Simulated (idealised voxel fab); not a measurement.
You're looking at the process module voxel released beams.
The width of the displayed cross-section, cut, is 210 nm; its cells are square, with a size of 5 nm.
Heads up, the way a cross-section reads in here is a grid of square cells, handed over as bands from the top down, with every band being one or more rows of cells.
It is stipulated that each band's entry specify, in nanometres, the height of the top of the band and then that of its bottom, followed by the materials of the band in left-to-right sequence, each together with its width in nanometres. A single material marked by the word "everywhere" is understood to fill the band from edge to edge; the word "blank" is understood to denote empty space.
Height reference: 0 = level under which incoming wafer is all one material. Lowest band: no bottom, runs on downward, e.g. "0 and below".
Think of "30 to 40" as a width that walks from the first number to the second as you go down the band, top row to bottom row, taking equal-sized steps from row to row.
You'll sometimes find "no alterations made" written for a step, and that's the way of saying that nowhere in the cross-section did a cell change during that step.
Entry "Enclosed void listing". Content: empty spaces with no open connection to the top, size 8 cells or greater. Each: width x height at distance. Distance: from left edge. Unit: nm.
On a step's line, text after the settings is the simulator commenting on that step.
You can add "overlay nm" to a step's line. For a step with a mask, it describes how far the mask lay to the right of its planned position, and a negative number describes a lay to the left.
# The planned process steps are enumerated hereunder
step 1: RECEIVE with material Si
step 2: CONFORMAL_DEP with material Al2O3, thk nm 10
step 3: DIRECTIONAL_DEP with material SiO2, thk nm 20
step 4: PATTERN with tone open, mask id ANCHOR, material resist, width nm 35, thk nm 20, overlay nm 0
step 5: DIRECTIONAL_ETCH with etch materials SiO2, depth nm 20
step 6: STRIP with etch materials resist
step 7: CONFORMAL_DEP with material polySi, thk nm 15
step 8: MASKED_ETCH with tone cover, mask id BEAM, width nm 115, etch materials polySi, depth nm 15, overlay nm 0
step 9: STRIP with etch materials SiO2
# Cross-section of the incoming wafer, state after step 1
* 0 and below = Si everywhere
* Enclosed void listing: none
# Figure: cross-sectional view of the wafer upon completion of the module, processed from the initial state and according to the plan depicted above, with one error introduced during execution
* 45 down to 30 = blank: 50, polySi: 15, blank: 5, polySi: 85, blank: 55
* 30 down to 25 = blank: 50, polySi: 15, blank: 5, polySi: 15, blank: 125
* 25 down to 10 = blank: 50, polySi: 35, blank: 125
* 10 down to 0 = Al2O3 everywhere
* 0 and below = Si everywhere
* Enclosed void listing: none
Which mistake was made when the wafer was run? the process deviated at step 8: the operation and settings actually run there were MASKED_ETCH with tone cover, mask id BEAM, width nm 105, etch materials polySi, depth nm 15, overlay nm 0
